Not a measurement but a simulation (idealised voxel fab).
Process module, titled voxel capacitor over wiring
Xsec cut, 210 nm wide, square cell size 5 nm.
Format of a cross-section: grid, square cells. Given as bands. Order: top down. Band: one or more rows of cells.
First you get the band's top height and its bottom height, in nm, and then the materials it's made of, left to right, with each width in nm. If you see a single material with "edge to edge", that one covers the band edge to edge. "empty" is empty space.
Heights are reckoned from 0. Under this level, the received wafer is all of one material. The bottommost band is open-ended downward, for example "top 0, no bottom".
It should be noted that a width expressed as "30..40" varies in equal increments from row to row of cells within the band, taking the value of the first number at the top row and that of the second number at the bottom row.
The designation "everything unchanged", where it is given for a processing step, indicates that no cell of the cross-section was altered in the course of that step.
"Closed internal cavities" - sealed voids, min. 8 cells, no opening to top; format: width x height at distance (distance from left edge; nm throughout).
Step line, after settings: the simulator's comment on this step.
Steps that use a mask can have "overlay nm" on their line. It says how far the mask sat to the right of where it was meant to be. Negative means to the left.

**Steps in the process plan**
1: RECEIVE | material Si
2: CONFORMAL_DEP | material SiO2 | thk nm 10
3: CONFORMAL_DEP | material SiCN | thk nm 5
4: DIRECTIONAL_DEP | material lowk | thk nm 25
5: PATTERN | tone open | mask id METAL_1 | material resist | width nm 25 | pitch nm 90 | thk nm 20 | overlay nm 0
6: DIRECTIONAL_ETCH | etch materials lowk | depth nm 25
7: DIRECTIONAL_ETCH | etch materials SiCN | depth nm 5
8: STRIP | etch materials resist
9: CONFORMAL_DEP | material TiN | thk nm 5
10: FILL_DEP | material Ru | thk nm 10
11: CMP | height nm 40
12: CONFORMAL_DEP | material SiCN | thk nm 5
13: DIRECTIONAL_DEP | material SiO2 | thk nm 20
14: PATTERN | tone open | mask id PLUG_1 | material resist | width nm 15 | thk nm 20 | overlay nm 0
15: DIRECTIONAL_ETCH | etch materials SiO2 | depth nm 20
16: DIRECTIONAL_ETCH | etch materials SiCN | depth nm 5
17: STRIP | etch materials resist
18: EPI | material Ru | thk nm 10
19: EPI | material Ru | thk nm 10
20: EPI | material Ru | thk nm 5
21: DIRECTIONAL_DEP | material TiN | thk nm 5
22: DIRECTIONAL_DEP | material Al2O3 | thk nm 5
23: DIRECTIONAL_DEP | material TiN | thk nm 5
24: DIRECTIONAL_DEP | material aC | thk nm 15
25: PATTERN | tone cover | mask id UPPER_PLATE | material resist | width nm 70 | thk nm 35 | overlay nm 0
26: DIRECTIONAL_ETCH | etch materials aC | depth nm 15
27: STRIP | etch materials resist
28: DIRECTIONAL_ETCH | etch materials TiN | depth nm 5
29: DIRECTIONAL_ETCH | etch materials Al2O3 | depth nm 5
30: STRIP | etch materials aC
31: DIRECTIONAL_DEP | material aC | thk nm 10
32: PATTERN | tone cover | mask id LOWER_PLATE | material resist | width nm 80 | thk nm 25 | overlay nm 0
33: DIRECTIONAL_ETCH | etch materials aC | depth nm 10
34: STRIP | etch materials resist
35: DIRECTIONAL_ETCH | etch materials TiN | depth nm 5
36: STRIP | etch materials aC
37: FILL_DEP | material SiO2 | thk nm 20
38: CMP | height nm 95
39: PATTERN | tone open | mask id PLUG_2 | material resist | width nm 15 | thk nm 20 | overlay nm 0
40: DIRECTIONAL_ETCH | etch materials SiO2 | depth nm 15
41: STRIP | etch materials resist
42: CONFORMAL_DEP | material TiN | thk nm 5
43: FILL_DEP | material W | thk nm 10
44: CMP | height nm 95
45: CONFORMAL_DEP | material SiN | thk nm 5

**As-received wafer cross-section (after step 1)**
* top 0, no bottom: Si edge to edge
* Closed internal cavities: none

**Cross-sectional image of the first of two wafers at the end of the module, the run having proceeded as planned**
* top 100, bottom 95: SiN edge to edge
* top 95, bottom 85: SiO2: 65 / TiN: 5 / W: 5 / TiN: 5 / SiO2: 130
* top 85, bottom 75: SiO2: 65..55 / TiN: 15..70 / SiO2: 130..85
* top 75, bottom 70: SiO2: 55 / Al2O3: 70 / SiO2: 85
* top 70, bottom 65: SiO2: 50 / TiN: 80 / SiO2: 80
* top 65, bottom 45: SiO2: 55 / Ru: 15 / SiO2: 140
* top 45, bottom 40: SiCN: 55 / Ru: 15 / SiCN: 140
* top 40, bottom 15: lowk: 45 / TiN: 5 / Ru: 15 / TiN: 5 / lowk: 65 / TiN: 5 / Ru: 15 / TiN: 5 / lowk: 50
* top 15, bottom 10: SiCN: 45 / TiN: 25 / SiCN: 65 / TiN: 25 / SiCN: 50
* top 10, bottom 0: SiO2 edge to edge
* top 0, no bottom: Si edge to edge
* Closed internal cavities: none

**second wafer at the end: like start, like plan, one mistake**
* top 100, bottom 95: SiN edge to edge
* top 95, bottom 85: SiO2: 65 / TiN: 5 / W: 5 / TiN: 5 / SiO2: 130
* top 85, bottom 75: SiO2: 65..55 / TiN: 15..70 / SiO2: 130..85
* top 75, bottom 70: SiO2: 50 / TiN: 80 / SiO2: 80
* top 70, bottom 65: Al2O3 edge to edge
* top 65, bottom 45: SiO2: 55 / Ru: 15 / SiO2: 140
* top 45, bottom 40: SiCN: 55 / Ru: 15 / SiCN: 140
* top 40, bottom 15: lowk: 45 / TiN: 5 / Ru: 15 / TiN: 5 / lowk: 65 / TiN: 5 / Ru: 15 / TiN: 5 / lowk: 50
* top 15, bottom 10: SiCN: 45 / TiN: 25 / SiCN: 65 / TiN: 25 / SiCN: 50
* top 10, bottom 0: SiO2 edge to edge
* top 0, no bottom: Si edge to edge
* Closed internal cavities: none
What broke from the plan during processing? steps 21 and 22 got flipped, so each one ran where the other should have
Heads up, by the end the second wafer has more or fewer cells of some materials compared to the first: +28 Al2O3; -28 SiO2
